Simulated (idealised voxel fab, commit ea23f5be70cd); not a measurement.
process module | voxel local oxidation
cross-section cut | 205 nm wide | cells 5 nm
A cross-section is a grid of square cells, given in bands from the top down. A band is one or more rows of cells.
Each band's line starts with the height of the band's top and of its bottom, in nm. Then come its materials from left to right, each with its width in nm. One material with "throughout" fills the band from edge to edge. "air" is empty space.
Height 0 is the level under which the wafer as received is all one material. The lowest band goes on downwards, as in "0 down".
A width such as "30 to 40" changes by the same amount from each row of cells to the next, from the band's top row to its bottom row.
"no change" after a step means that no cell of the cross-section changed.
closed voids: empty space of 8 cells or more with no open way to the top, each as width x height at its distance from the left edge, in nm
after a step's settings: what the simulator itself notes on the step
overlay nm, on a step with a mask: how far to the right of its planned place the mask lay; to the left if negative
plan
1 op RECEIVE | material Si
2 op CONFORMAL_DEP | material SiO2 | thk nm 5
3 op CONFORMAL_DEP | material SiN | thk nm 10
4 op DIRECTIONAL_DEP | material aC | thk nm 15
5 op PATTERN | tone cover | mask id ACTIVE | material resist | width nm 105 | thk nm 30 | overlay nm 0
6 op DIRECTIONAL_ETCH | etch materials aC | depth nm 15
7 op STRIP | etch materials resist
8 op DIRECTIONAL_ETCH | etch materials SiN | depth nm 10
9 op STRIP | etch materials aC
10 op SELECTIVE_ETCH | etch materials SiO2 | depth nm 5
11 op OXIDIZE | depth nm 15
12 op STRIP | etch materials SiN
as received, after step 1
  0 down: Si throughout
  closed voids: none
first wafer at the end, as planned
  5 to 0: air 55 | SiO2 95 | air 55
  0 to -15: SiO2 70 | Si 65 | SiO2 70
  -15 down: Si throughout
  closed voids: none
second wafer at the end: like start, like plan, one mistake
  10 to 0: SiO2 throughout
  0 down: Si throughout
  closed voids: none
what went wrong: step 3 ran as: op CONFORMAL_DEP | material SiO2 | thk nm 10
at the end the second wafer has, in cells: 84 more of Si | 21 fewer of SiO2
